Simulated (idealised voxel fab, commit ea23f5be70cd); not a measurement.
process module | voxel wiring stack
cross-section cut | 160 nm wide | cells 5 nm
A cross-section is a grid of square cells, given in bands from the top down. A band is one or more rows of cells.
Each band's line starts with the height of the band's top and of its bottom, in nm. Then come its materials from left to right, each with its width in nm. One material with "throughout" fills the band from edge to edge. "air" is empty space.
Height 0 is the level under which the wafer as received is all one material. The lowest band goes on downwards, as in "0 down".
A width such as "30 to 40" changes by the same amount from each row of cells to the next, from the band's top row to its bottom row.
"no change" after a step means that no cell of the cross-section changed.
closed voids: empty space of 8 cells or more with no open way to the top, each as width x height at its distance from the left edge, in nm
after a step's settings: what the simulator itself notes on the step
overlay nm, on a step with a mask: how far to the right of its planned place the mask lay; to the left if negative
plan
1 op RECEIVE | material Si
2 op CONFORMAL_DEP | material SiO2 | thk nm 10
3 op DIRECTIONAL_DEP | material TiN | thk nm 5
4 op DIRECTIONAL_DEP | material W | thk nm 15
5 op PATTERN | tone cover | mask id METAL_1 | material resist | width nm 20 | pitch nm 35 | thk nm 15 | overlay nm 0
6 op DIRECTIONAL_ETCH | etch materials W | depth nm 15
7 op DIRECTIONAL_ETCH | etch materials TiN | depth nm 5
8 op STRIP | etch materials resist
9 op CONFORMAL_DEP | material SiCN | thk nm 5
10 op FILL_DEP | material lowk | thk nm 5
11 op CMP | height nm 30
12 op CONFORMAL_DEP | material SiCN | thk nm 5
13 op DIRECTIONAL_DEP | material lowk | thk nm 35
14 op DIRECTIONAL_DEP | material aC | thk nm 10
15 op PATTERN | tone open | mask id METAL_2 | material resist | width nm 20 | pitch nm 35 | thk nm 30 | overlay nm 0
16 op DIRECTIONAL_ETCH | etch materials aC | depth nm 10
17 op STRIP | etch materials resist
18 op DIRECTIONAL_ETCH | etch materials lowk | depth nm 20
19 op STRIP | etch materials aC
20 op DIRECTIONAL_DEP | material aC | thk nm 10
21 op PATTERN | tone open | mask id METAL_2_HOLES | material resist | width nm 15 | thk nm 30 | overlay nm 0
22 op DIRECTIONAL_ETCH | etch materials aC | depth nm 10
23 op STRIP | etch materials resist
24 op DIRECTIONAL_ETCH | etch materials lowk | depth nm 15
25 op DIRECTIONAL_ETCH | etch materials SiCN | depth nm 5
26 op STRIP | etch materials aC
27 op CONFORMAL_DEP | material TiN | thk nm 5
28 op FILL_DEP | material Cu | thk nm 10
29 op CMP | height nm 70
30 op CONFORMAL_DEP | material SiCN | thk nm 5
31 op DIRECTIONAL_DEP | material SiO2 | thk nm 25
32 op DIRECTIONAL_DEP | material aC | thk nm 10
33 op PATTERN | tone open | mask id METAL_3_HOLES | material resist | width nm 15 | pitch nm 35 | thk nm 30 | overlay nm 0
34 op DIRECTIONAL_ETCH | etch materials aC | depth nm 10
35 op STRIP | etch materials resist
36 op DIRECTIONAL_ETCH | etch materials SiO2 | depth nm 25
37 op STRIP | etch materials aC
38 op PATTERN | tone open | mask id METAL_3 | material resist | width nm 20 | pitch nm 35 | thk nm 15 | overlay nm 0
39 op DIRECTIONAL_ETCH | etch materials SiO2 | depth nm 15
40 op DIRECTIONAL_ETCH | etch materials SiCN | depth nm 5
41 op STRIP | etch materials resist
42 op CONFORMAL_DEP | material TiN | thk nm 5
43 op FILL_DEP | material Ru | thk nm 5
44 op CMP | height nm 100
45 op CONFORMAL_DEP | material SiCN | thk nm 5
as received, after step 1
  0 down: Si throughout
  closed voids: none
first wafer at the end, as planned
  105 to 100: SiCN throughout
  100 to 90: SiO2 50 | TiN 5 | Ru 10 | TiN 5 | SiO2 15 | TiN 5 | Ru 10 | TiN 5 | SiO2 55
  90 to 85: SiO2 50 | TiN 5 | Ru 5 | TiN 10 | SiO2 15 | TiN 5 | Ru 5 | TiN 10 | SiO2 55
  85 to 75: SiO2 50 | TiN 5 | Ru 5 | TiN 5 | SiO2 20 | TiN 5 | Ru 5 | TiN 5 | SiO2 60
  75 to 70: SiCN 50 | TiN 15 | SiCN 20 | TiN 15 | SiCN 60
  70 to 55: lowk 50 | TiN 5 | Cu 10 | TiN 5 | lowk 15 | TiN 5 | Cu 10 | TiN 5 | lowk 55
  55 to 50: lowk 50 | TiN 5 | Cu 5 | TiN 10 | lowk 15 | TiN 20 | lowk 55
  50 to 35: lowk 50 | TiN 5 | Cu 5 | TiN 5 | lowk 95
  35 to 30: SiCN 50 | TiN 15 | SiCN 95
  30 to 15: lowk 45 | SiCN 5 | W 20 | SiCN 5 | lowk 5 | SiCN 5 | W 20 | SiCN 5 | lowk 50
  15 to 10: SiCN 50 | TiN 20 | SiCN 15 | TiN 20 | SiCN 55
  10 to 0: SiO2 throughout
  0 down: Si throughout
  closed voids: none
second wafer at the end: like start, like plan, one mistake
  105 to 100: SiCN throughout
  100 to 90: SiO2 50 | TiN 5 | Ru 10 | TiN 5 | SiO2 15 | TiN 5 | Ru 10 | TiN 5 | SiO2 55
  90 to 85: SiO2 50 | TiN 5 | Ru 5 | TiN 10 | SiO2 15 | TiN 5 | Ru 5 | TiN 10 | SiO2 55
  85 to 75: SiO2 50 | TiN 5 | Ru 5 | TiN 5 | SiO2 20 | TiN 5 | Ru 5 | TiN 5 | SiO2 60
  75 to 70: SiCN 50 | TiN 15 | SiCN 20 | TiN 15 | SiCN 60
  70 to 60: lowk 40 | TiN 5 | Cu 20 | TiN 5 | lowk 15 | TiN 5 | Cu 10 | TiN 5 | lowk 55
  60 to 55: lowk 40 | TiN 15 | Cu 10 | TiN 5 | lowk 15 | TiN 5 | Cu 10 | TiN 5 | lowk 55
  55 to 50: lowk 50 | TiN 20 | lowk 15 | TiN 20 | lowk 55
  50 to 35: lowk 50 | TiN 5 | lowk 105
  35 to 30: SiCN 50 | TiN 5 | SiCN 105
  30 to 15: lowk 45 | SiCN 5 | W 20 | SiCN 5 | lowk 5 | SiCN 5 | W 20 | SiCN 5 | lowk 50
  15 to 10: SiCN 50 | TiN 20 | SiCN 15 | TiN 20 | SiCN 55
  10 to 0: SiO2 throughout
  0 down: Si throughout
  closed voids: none
what went wrong: step 21 ran as: op PATTERN | tone open | mask id METAL_2_HOLES | material resist | width nm 15 | thk nm 30 | overlay nm -10
at the end the second wafer has, in cells: 2 more of SiCN | 2 fewer of TiN
